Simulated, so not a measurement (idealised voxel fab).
This section sets out a process module, namely voxel fin reveal.
175 nm wide, 5 nm square cells: that's cross-section cut.
In what follows, cross-sections appear as grids of square cells, described through bands that run from the top down, where every band is one or more rows of cells. Each band's line starts with the height of the band's top and of its bottom, in nm. Then come its materials from left to right, each with its width in nm. One material with "throughout" fills the band from edge to edge. "empty" is empty space. A quick word on heights: they are counted from 0, and under that level the wafer as it came to us is one material throughout. The lowest band is different from the rest in having no bottom; it simply continues downward, written as in "0 and below". A width such as "30->40" changes by the same amount from each row of cells to the next, from the band's top row to its bottom row. What does "same as before" mean for a step? It means no cell of the cross-section changed in that step. Any empty space of 8 cells or more lacking an open way to the top shows up in "Enclosed void catalog" as width x height at distance, distance from the left edge, in nm. Anything after a step's settings on that line? It's the simulator's own note about the step. overlay nm: mask right of planned place by this much (step with mask). Neg. = left.

[The steps planned for the process are as follows]
| 1 | RECEIVE (material Si) |
| 2 | CONFORMAL_DEP (material SiN; thk nm 5) |
| 3 | MASKED_ETCH (tone cover; mask id FINS; width nm 15; pitch nm 40; etch materials SiN; depth nm 5; overlay nm 0) |
| 4 | MASKED_ETCH (tone cover; mask id FINS; width nm 15; pitch nm 40; etch materials Si; depth nm 30; overlay nm 0) |
| 5 | FILL_DEP (material SiO2; thk nm 10) |
| 6 | CMP (height nm 5) |
| 7 | SELECTIVE_ETCH (etch materials SiO2; depth nm 25) |
| 8 | STRIP (etch materials SiN) |

[Wafer at receipt (post step 1), cross-section]
	0 and below  Si throughout
	Enclosed void catalog: none

[Module complete - cross-section of the first of two wafers, run according to plan]
	0 down to -20  empty 40  Si 15  empty 25  Si 15  empty 25  Si 15  empty 40
	-20 down to -30  SiO2 40  Si 15  SiO2 25  Si 15  SiO2 25  Si 15  SiO2 40
	-30 and below  Si throughout
	Enclosed void catalog: none

[Second wafer through the module, sectioned at the end: same beginning and same plan as the first wafer, with one mistake in carrying it out]
	0 down to -20  empty 40  Si 15  empty 25  Si 15  empty 25  Si 15  empty 40
	-20 down to -60  SiO2 40  Si 15  SiO2 25  Si 15  SiO2 25  Si 15  SiO2 40
	-60 and below  Si throughout
	Enclosed void catalog: none
It is concluded that the wafer was processed incorrectly with respect to the plan, in that step 4 from the plan got run twice
Per the end-of-run cell counts, the second wafer holds more or fewer of some materials than the first: Si -156 | SiO2 +156
